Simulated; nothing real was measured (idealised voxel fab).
The process module presented herein is designated voxel self aligned vias.
The cross-section shown here is cut; it is 285 nm wide and divided into square cells measuring 5 nm on a side.
We lay out every cross-section as a grid of square cells and spell it out in bands from the top down, where one band means one or more rows of cells.
Top, bottom (nm), then materials left to right with widths (nm); lone material tagged "edge to edge" fills the whole band edge to edge; "empty" = empty space.
Beneath 0, the wafer as received is one material, and that level is where height counting begins. The lowest band goes on downward without a bottom; it is written like "from 0 down".
Width spec "30..40" -> top row of cells at first value, bottom row at second value, equal per-row change in between.
You'll sometimes find "same as before" written for a step, and that's the way of saying that nowhere in the cross-section did a cell change during that step.
Voids not open to the top, 8 cells minimum: see "Enclosed internal voids". Written width x height at distance; distance is from the left edge; nm.
Whatever follows a step's settings on its line is a remark the simulator itself makes about that step.
Steps that use a mask can have "overlay nm" on their line. It says how far the mask sat to the right of where it was meant to be. Negative means to the left.
Pairs, read this way: before one process step on the one hand, after it on the other, the after cross-section ending at the lowest band that changed; the step between, settings included, beneath. Same starting wafer throughout, but possibly different runs of this module, so no pair continues from the pair above unless its entry headed "Pre-processing view" says so.

Pre-processing view
- from 45 to 40 | TiN: 105 | empty: 15 | TiN: 45 | empty: 15 | TiN: 105
- from 40 to 25 | SiO2: 100 | TiN: 5 | empty: 15 | TiN: 5 | SiO2: 35 | TiN: 5 | empty: 15 | TiN: 5 | SiO2: 100
- from 25 to 20 | SiO2: 100 | TiN: 25 | SiO2: 35 | TiN: 25 | SiO2: 100
- from 20 to 15 | SiCN edge to edge
- from 15 to 0 | SiO2 edge to edge
- from 0 down | Si edge to edge
- Enclosed internal voids: none

Resulting Cross-Section
- from 50 to 45 | W edge to edge
- from 45 to 40 | TiN: 105 | W: 15 | TiN: 45 | W: 15 | TiN: 105
- from 40 to 25 | SiO2: 100 | TiN: 5 | W: 15 | TiN: 5 | SiO2: 35 | TiN: 5 | W: 15 | TiN: 5 | SiO2: 100
- Beneath the level 25, the cross-section is identical to its previous state.
- Enclosed internal voids: none
Connecting step for the cross-sections above: FILL_DEP, material W, thk nm 5

Pre-processing view: the cross-section after the pair above

Resulting Cross-Section
- from 45 to 40 | TiN: 105 | W: 15 | TiN: 45 | W: 15 | TiN: 105
- Beneath the level 40, the cross-section is identical to its previous state.
- Enclosed internal voids: none
Connecting step for the cross-sections above: CMP, height nm 45

Pre-processing view: the cross-section after the pair above

Resulting Cross-Section
- from 40 to 35 | SiO2: 100 | empty: 25 | SiO2: 35 | empty: 25 | SiO2: 100
- Beneath the level 35, the cross-section is identical to its previous state.
- Enclosed internal voids: none
Connecting step for the cross-sections above: SELECTIVE_ETCH, etch materials W Ru TiN, depth nm 10

Pre-processing view: the cross-section after the pair above

Resulting Cross-Section
- from 45 to 40 | SiN edge to edge
- from 40 to 35 | SiO2: 100 | SiN: 25 | SiO2: 35 | SiN: 25 | SiO2: 100
- Beneath the level 35, the cross-section is identical to its previous state.
- Enclosed internal voids: none
Connecting step for the cross-sections above: FILL_DEP, material SiN, thk nm 5

Pre-processing view: the cross-section after the pair above

Resulting Cross-Section
- from 60 to 45 | SiO2 edge to edge
- Beneath the level 45, the cross-section is identical to its previous state.
- Enclosed internal voids: none
Connecting step for the cross-sections above: DIRECTIONAL_DEP, material SiO2, thk nm 15

Pre-processing view: the cross-section after the pair above

Resulting Cross-Section
- from 60 to 45 | SiO2: 95 | empty: 35 | SiO2: 155
- Beneath the level 45, the cross-section is identical to its previous state.
- Enclosed internal voids: none
Connecting step for the cross-sections above: MASKED_ETCH, tone open, mask id VIAS, width nm 35, etch materials SiO2, depth nm 15, overlay nm 0

Pre-processing view: the cross-section after the pair above

Resulting Cross-Section
- from 60 to 45 | SiO2: 95 | empty: 35 | SiO2: 155
- from 45 to 40 | SiN: 95 | empty: 35 | SiN: 155
- from 40 to 35 | SiO2: 100 | empty: 25 | SiO2: 35 | SiN: 25 | SiO2: 100
- Beneath the level 35, the cross-section is identical to its previous state.
- Enclosed internal voids: none
Connecting step for the cross-sections above: MASKED_ETCH, tone open, mask id VIAS, width nm 35, etch materials SiN, depth nm 10, overlay nm 0

Pre-processing view: the cross-section after the pair above

Resulting Cross-Section
- from 65 to 60 | TiN: 100 | empty: 25 | TiN: 160
- from 60 to 45 | SiO2: 95 | TiN: 5 | empty: 25 | TiN: 5 | SiO2: 155
- from 45 to 40 | SiN: 95 | TiN: 10 | empty: 15 | TiN: 10 | SiN: 155
- from 40 to 35 | SiO2: 100 | TiN: 25 | SiO2: 35 | SiN: 25 | SiO2: 100
- Beneath the level 35, the cross-section is identical to its previous state.
- Enclosed internal voids: none
Connecting step for the cross-sections above: CONFORMAL_DEP, material TiN, thk nm 5

Pre-processing view: the cross-section after the pair above

Resulting Cross-Section
- from 70 to 65 | Ru edge to edge
- from 65 to 60 | TiN: 100 | Ru: 25 | TiN: 160
- from 60 to 45 | SiO2: 95 | TiN: 5 | Ru: 25 | TiN: 5 | SiO2: 155
- from 45 to 40 | SiN: 95 | TiN: 10 | Ru: 15 | TiN: 10 | SiN: 155
- Beneath the level 40, the cross-section is identical to its previous state.
- Enclosed internal voids: none
Connecting step for the cross-sections above: FILL_DEP, material Ru, thk nm 5

Pre-processing view: the cross-section after the pair above

Resulting Cross-Section
- from 60 to 45 | SiO2: 95 | TiN: 5 | Ru: 25 | TiN: 5 | SiO2: 155
- Beneath the level 45, the cross-section is identical to its previous state.
- Enclosed internal voids: none
Connecting step for the cross-sections above: CMP, height nm 60

Pre-processing view: the cross-section after the pair above

Resulting Cross-Section
- from 65 to 60 | SiN edge to edge
- Beneath the level 60, the cross-section is identical to its previous state.
- Enclosed internal voids: none
Connecting step for the cross-sections above: CONFORMAL_DEP, material SiN, thk nm 5

Pre-processing view
- from 60 to 45 | SiO2 edge to edge
- from 45 to 35 | SiO2: 100 | SiN: 25 | SiO2: 35 | SiN: 25 | SiO2: 100
- from 35 to 25 | SiO2: 100 | TiN: 5 | W: 15 | TiN: 5 | SiO2: 35 | TiN: 5 | W: 15 | TiN: 5 | SiO2: 100
- from 25 to 20 | SiO2: 100 | TiN: 25 | SiO2: 35 | TiN: 25 | SiO2: 100
- from 20 to 15 | SiCN edge to edge
- from 15 to 0 | SiO2 edge to edge
- from 0 down | Si edge to edge
- Enclosed internal voids: none

Resulting Cross-Section
- from 60 to 45 | SiO2: 95 | empty: 40 | SiO2: 150
- Beneath the level 45, the cross-section is identical to its previous state.
- Enclosed internal voids: none
Connecting step for the cross-sections above: MASKED_ETCH, tone open, mask id VIAS, width nm 40, etch materials SiO2, depth nm 15, overlay nm 0

Pre-processing view: the cross-section after the pair above

Resulting Cross-Section
- from 60 to 45 | SiO2: 95 | empty: 40 | SiO2: 150
- from 45 to 35 | SiO2: 100 | empty: 25 | SiO2: 35 | SiN: 25 | SiO2: 100
- Beneath the level 35, the cross-section is identical to its previous state.
- Enclosed internal voids: none
Connecting step for the cross-sections above: MASKED_ETCH, tone open, mask id VIAS, width nm 35, etch materials SiN, depth nm 10, overlay nm 0

Pre-processing view: the cross-section after the pair above

Resulting Cross-Section
- from 65 to 60 | TiN: 100 | empty: 30 | TiN: 155
- from 60 to 50 | SiO2: 95 | TiN: 5 | empty: 30 | TiN: 5 | SiO2: 150
- from 50 to 45 | SiO2: 95 | TiN: 10 | empty: 15 | TiN: 15 | SiO2: 150
- from 45 to 40 | SiO2: 100 | TiN: 5 | empty: 15 | TiN: 5 | SiO2: 35 | SiN: 25 | SiO2: 100
- from 40 to 35 | SiO2: 100 | TiN: 25 | SiO2: 35 | SiN: 25 | SiO2: 100
- Beneath the level 35, the cross-section is identical to its previous state.
- Enclosed internal voids: none
Connecting step for the cross-sections above: CONFORMAL_DEP, material TiN, thk nm 5

Pre-processing view: the cross-section after the pair above

Resulting Cross-Section
- from 70 to 65 | Ru edge to edge
- from 65 to 60 | TiN: 100 | Ru: 30 | TiN: 155
- from 60 to 50 | SiO2: 95 | TiN: 5 | Ru: 30 | TiN: 5 | SiO2: 150
- from 50 to 45 | SiO2: 95 | TiN: 10 | Ru: 15 | TiN: 15 | SiO2: 150
- from 45 to 40 | SiO2: 100 | TiN: 5 | Ru: 15 | TiN: 5 | SiO2: 35 | SiN: 25 | SiO2: 100
- Beneath the level 40, the cross-section is identical to its previous state.
- Enclosed internal voids: none
Connecting step for the cross-sections above: FILL_DEP, material Ru, thk nm 5

Pre-processing view: the cross-section after the pair above

Resulting Cross-Section
- from 60 to 50 | SiO2: 95 | TiN: 5 | Ru: 30 | TiN: 5 | SiO2: 150
- Beneath the level 50, the cross-section is identical to its previous state.
- Enclosed internal voids: none
Connecting step for the cross-sections above: CMP, height nm 60

Pre-processing view: the cross-section after the pair above

Resulting Cross-Section
- from 65 to 60 | SiN edge to edge
- Beneath the level 60, the cross-section is identical to its previous state.
- Enclosed internal voids: none
Connecting step for the cross-sections above: CONFORMAL_DEP, material SiN, thk nm 5

Pre-processing view
- from 60 to 45 | SiO2 edge to edge
- from 45 to 35 | SiO2: 100 | SiN: 25 | SiO2: 35 | SiN: 25 | SiO2: 100
- from 35 to 25 | SiO2: 100 | TiN: 5 | W: 15 | TiN: 5 | SiO2: 35 | TiN: 5 | W: 15 | TiN: 5 | SiO2: 100
- from 25 to 20 | SiO2: 100 | TiN: 25 | SiO2: 35 | TiN: 25 | SiO2: 100
- from 20 to 15 | SiCN edge to edge
- from 15 to 0 | SiO2 edge to edge
- from 0 down | Si edge to edge
- Enclosed internal voids: none

Resulting Cross-Section
- from 60 to 45 | SiO2: 90 | empty: 35 | SiO2: 160
- Beneath the level 45, the cross-section is identical to its previous state.
- Enclosed internal voids: none
Connecting step for the cross-sections above: MASKED_ETCH, tone open, mask id VIAS, width nm 35, etch materials SiO2, depth nm 15, overlay nm -5

Pre-processing view: the cross-section after the pair above

Resulting Cross-Section
- from 60 to 45 | SiO2: 90 | empty: 35 | SiO2: 160
- from 45 to 35 | SiO2: 100 | empty: 25 | SiO2: 35 | SiN: 25 | SiO2: 100
- Beneath the level 35, the cross-section is identical to its previous state.
- Enclosed internal voids: none
Connecting step for the cross-sections above: MASKED_ETCH, tone open, mask id VIAS, width nm 35, etch materials SiN, depth nm 10, overlay nm 0

Pre-processing view: the cross-section after the pair above

Resulting Cross-Section
- from 65 to 60 | TiN: 95 | empty: 25 | TiN: 165
- from 60 to 50 | SiO2: 90 | TiN: 5 | empty: 25 | TiN: 5 | SiO2: 160
- from 50 to 45 | SiO2: 90 | TiN: 15 | empty: 15 | TiN: 5 | SiO2: 160
- from 45 to 40 | SiO2: 100 | TiN: 5 | empty: 15 | TiN: 5 | SiO2: 35 | SiN: 25 | SiO2: 100
- from 40 to 35 | SiO2: 100 | TiN: 25 | SiO2: 35 | SiN: 25 | SiO2: 100
- Beneath the level 35, the cross-section is identical to its previous state.
- Enclosed internal voids: none
Connecting step for the cross-sections above: CONFORMAL_DEP, material TiN, thk nm 5

Pre-processing view: the cross-section after the pair above

Resulting Cross-Section
- from 70 to 65 | Ru edge to edge
- from 65 to 60 | TiN: 95 | Ru: 25 | TiN: 165
- from 60 to 50 | SiO2: 90 | TiN: 5 | Ru: 25 | TiN: 5 | SiO2: 160
- from 50 to 45 | SiO2: 90 | TiN: 15 | Ru: 15 | TiN: 5 | SiO2: 160
- from 45 to 40 | SiO2: 100 | TiN: 5 | Ru: 15 | TiN: 5 | SiO2: 35 | SiN: 25 | SiO2: 100
- Beneath the level 40, the cross-section is identical to its previous state.
- Enclosed internal voids: none
Connecting step for the cross-sections above: FILL_DEP, material Ru, thk nm 5

Pre-processing view: the cross-section after the pair above

Resulting Cross-Section
- from 60 to 50 | SiO2: 90 | TiN: 5 | Ru: 25 | TiN: 5 | SiO2: 160
- Beneath the level 50, the cross-section is identical to its previous state.
- Enclosed internal voids: none
Connecting step for the cross-sections above: CMP, height nm 60

Pre-processing view: the cross-section after the pair above

Resulting Cross-Section
- from 65 to 60 | SiN edge to edge
- Beneath the level 60, the cross-section is identical to its previous state.
- Enclosed internal voids: none
Connecting step for the cross-sections above: CONFORMAL_DEP, material SiN, thk nm 5

Pre-processing view
- from 45 to 35 | SiO2: 100 | SiN: 25 | SiO2: 35 | SiN: 25 | SiO2: 100
- from 35 to 25 | SiO2: 100 | TiN: 5 | W: 15 | TiN: 5 | SiO2: 35 | TiN: 5 | W: 15 | TiN: 5 | SiO2: 100
- from 25 to 20 | SiO2: 100 | TiN: 25 | SiO2: 35 | TiN: 25 | SiO2: 100
- from 20 to 15 | SiCN edge to edge
- from 15 to 0 | SiO2 edge to edge
- from 0 down | Si edge to edge
- Enclosed internal voids: none

Resulting Cross-Section
- from 60 to 45 | Ru edge to edge
- Beneath the level 45, the cross-section is identical to its previous state.
- Enclosed internal voids: none
Connecting step for the cross-sections above: DIRECTIONAL_DEP, material Ru, thk nm 15

Pre-processing view: the cross-section after the pair above

Resulting Cross-Section
- from 65 to 60 | TiN edge to edge
- Beneath the level 60, the cross-section is identical to its previous state.
- Enclosed internal voids: none
Connecting step for the cross-sections above: CONFORMAL_DEP, material TiN, thk nm 5

Pre-processing view: the cross-section after the pair above

Resulting Cross-Section
- from 70 to 65 | Ru edge to edge
- Beneath the level 65, the cross-section is identical to its previous state.
- Enclosed internal voids: none
Connecting step for the cross-sections above: FILL_DEP, material Ru, thk nm 5

Pre-processing view: the cross-section after the pair above

Resulting Cross-Section
- from 60 to 45 | Ru edge to edge
- Beneath the level 45, the cross-section is identical to its previous state.
- Enclosed internal voids: none
Connecting step for the cross-sections above: CMP, height nm 60

Pre-processing view: the cross-section after the pair above

Resulting Cross-Section
- from 65 to 60 | SiN edge to edge
- Beneath the level 60, the cross-section is identical to its previous state.
- Enclosed internal voids: none
Connecting step for the cross-sections above: CONFORMAL_DEP, material SiN, thk nm 5

Pre-processing view
- from 60 to 45 | aC edge to edge
- from 45 to 20 | SiO2 edge to edge
- from 20 to 15 | SiCN edge to edge
- from 15 to 0 | SiO2 edge to edge
- from 0 down | Si edge to edge
- Enclosed internal voids: none

Resulting Cross-Section
- from 95 to 60 | empty: 100 | resist: 25 | empty: 35 | resist: 25 | empty: 100
- Beneath the level 60, the cross-section is identical to its previous state.
- Enclosed internal voids: none
Connecting step for the cross-sections above: PATTERN, tone cover, mask id LINES, material resist, width nm 25, pitch nm 60, thk nm 35, overlay nm 0

Pre-processing view: the cross-section after the pair above

Resulting Cross-Section
- from 80 to 60 | empty: 100 | resist: 25 | empty: 35 | resist: 25 | empty: 100
- from 60 to 45 | empty: 100 | aC: 25 | empty: 35 | aC: 25 | empty: 100
- Beneath the level 45, the cross-section is identical to its previous state.
- Enclosed internal voids: none
Connecting step for the cross-sections above: DIRECTIONAL_ETCH, etch materials aC, depth nm 15

Pre-processing view: the cross-section after the pair above

Resulting Cross-Section
- from 60 to 45 | empty: 100 | aC: 25 | empty: 35 | aC: 25 | empty: 100
- Beneath the level 45, the cross-section is identical to its previous state.
- Enclosed internal voids: none
Connecting step for the cross-sections above: STRIP, etch materials resist

Pre-processing view: the cross-section after the pair above

Resulting Cross-Section
- from 60 to 45 | empty: 100 | aC: 25 | empty: 35 | aC: 25 | empty: 100
- from 45 to 20 | empty: 100 | SiO2: 25 | empty: 35 | SiO2: 25 | empty: 100
- Beneath the level 20, the cross-section is identical to its previous state.
- Enclosed internal voids: none
Connecting step for the cross-sections above: DIRECTIONAL_ETCH, etch materials SiO2, depth nm 25

Pre-processing view: the cross-section after the pair above

Resulting Cross-Section
- from 45 to 20 | empty: 100 | SiO2: 25 | empty: 35 | SiO2: 25 | empty: 100
- Beneath the level 20, the cross-section is identical to its previous state.
- Enclosed internal voids: none
Connecting step for the cross-sections above: STRIP, etch materials aC

Pre-processing view: the cross-section after the pair above

Resulting Cross-Section
- from 50 to 45 | empty: 95 | TiN: 35 | empty: 25 | TiN: 35 | empty: 95
- from 45 to 25 | empty: 95 | TiN: 5 | SiO2: 25 | TiN: 5 | empty: 25 | TiN: 5 | SiO2: 25 | TiN: 5 | empty: 95
- from 25 to 20 | TiN: 100 | SiO2: 25 | TiN: 35 | SiO2: 25 | TiN: 100
- Beneath the level 20, the cross-section is identical to its previous state.
- Enclosed internal voids: none
Connecting step for the cross-sections above: CONFORMAL_DEP, material TiN, thk nm 5

Pre-processing view: the cross-section after the pair above

Resulting Cross-Section
- from 55 to 50 | W edge to edge
- from 50 to 45 | W: 95 | TiN: 35 | W: 25 | TiN: 35 | W: 95
- from 45 to 25 | W: 95 | TiN: 5 | SiO2: 25 | TiN: 5 | W: 25 | TiN: 5 | SiO2: 25 | TiN: 5 | W: 95
- Beneath the level 25, the cross-section is identical to its previous state.
- Enclosed internal voids: none
Connecting step for the cross-sections above: FILL_DEP, material W, thk nm 5

Pre-processing view: the cross-section after the pair above

Resulting Cross-Section
- from 45 to 25 | W: 95 | TiN: 5 | SiO2: 25 | TiN: 5 | W: 25 | TiN: 5 | SiO2: 25 | TiN: 5 | W: 95
- Beneath the level 25, the cross-section is identical to its previous state.
- Enclosed internal voids: none
Connecting step for the cross-sections above: CMP, height nm 45

Pre-processing view: the cross-section after the pair above

Resulting Cross-Section
- from 45 to 35 | empty: 100 | SiO2: 25 | empty: 35 | SiO2: 25 | empty: 100
- Beneath the level 35, the cross-section is identical to its previous state.
- Enclosed internal voids: none
Connecting step for the cross-sections above: SELECTIVE_ETCH, etch materials W Ru TiN, depth nm 10

Pre-processing view: the cross-section after the pair above

Resulting Cross-Section
- from 50 to 45 | SiN edge to edge
- from 45 to 35 | SiN: 100 | SiO2: 25 | SiN: 35 | SiO2: 25 | SiN: 100
- Beneath the level 35, the cross-section is identical to its previous state.
- Enclosed internal voids: none
Connecting step for the cross-sections above: FILL_DEP, material SiN, thk nm 5

Pre-processing view: the cross-section after the pair above

Resulting Cross-Section
- from 45 to 35 | SiN: 100 | SiO2: 25 | SiN: 35 | SiO2: 25 | SiN: 100
- Beneath the level 35, the cross-section is identical to its previous state.
- Enclosed internal voids: none
Connecting step for the cross-sections above: CMP, height nm 45

Pre-processing view: the cross-section after the pair above

Resulting Cross-Section
- from 60 to 45 | SiO2 edge to edge
- Beneath the level 45, the cross-section is identical to its previous state.
- Enclosed internal voids: none
Connecting step for the cross-sections above: DIRECTIONAL_DEP, material SiO2, thk nm 15

Pre-processing view: the cross-section after the pair above

Resulting Cross-Section
- from 60 to 45 | SiO2: 95 | empty: 35 | SiO2: 155
- Beneath the level 45, the cross-section is identical to its previous state.
- Enclosed internal voids: none
Connecting step for the cross-sections above: MASKED_ETCH, tone open, mask id VIAS, width nm 35, etch materials SiO2, depth nm 15, overlay nm 0

Pre-processing view: the cross-section after the pair above

Resulting Cross-Section
- from 60 to 45 | SiO2: 95 | empty: 35 | SiO2: 155
- from 45 to 35 | SiN: 95 | empty: 5 | SiO2: 25 | empty: 5 | SiN: 30 | SiO2: 25 | SiN: 100
- Beneath the level 35, the cross-section is identical to its previous state.
- Enclosed internal voids: none
Connecting step for the cross-sections above: MASKED_ETCH, tone open, mask id VIAS, width nm 35, etch materials SiN, depth nm 10, overlay nm 0

Pre-processing view: the cross-section after the pair above

Resulting Cross-Section
- from 65 to 60 | TiN: 100 | empty: 25 | TiN: 160
- from 60 to 50 | SiO2: 95 | TiN: 5 | empty: 25 | TiN: 5 | SiO2: 155
- from 50 to 45 | SiO2: 95 | TiN: 35 | SiO2: 155
- from 45 to 35 | SiN: 95 | TiN: 5 | SiO2: 25 | TiN: 5 | SiN: 30 | SiO2: 25 | SiN: 100
- Beneath the level 35, the cross-section is identical to its previous state.
- Enclosed internal voids: none
Connecting step for the cross-sections above: CONFORMAL_DEP, material TiN, thk nm 5

Pre-processing view: the cross-section after the pair above

Resulting Cross-Section
- from 70 to 65 | Ru edge to edge
- from 65 to 60 | TiN: 100 | Ru: 25 | TiN: 160
- from 60 to 50 | SiO2: 95 | TiN: 5 | Ru: 25 | TiN: 5 | SiO2: 155
- Beneath the level 50, the cross-section is identical to its previous state.
- Enclosed internal voids: none
Connecting step for the cross-sections above: FILL_DEP, material Ru, thk nm 5

Pre-processing view: the cross-section after the pair above

Resulting Cross-Section
- from 60 to 50 | SiO2: 95 | TiN: 5 | Ru: 25 | TiN: 5 | SiO2: 155
- Beneath the level 50, the cross-section is identical to its previous state.
- Enclosed internal voids: none
Connecting step for the cross-sections above: CMP, height nm 60

Pre-processing view: the cross-section after the pair above

Resulting Cross-Section
- from 65 to 60 | SiN edge to edge
- Beneath the level 60, the cross-section is identical to its previous state.
- Enclosed internal voids: none
Connecting step for the cross-sections above: CONFORMAL_DEP, material SiN, thk nm 5
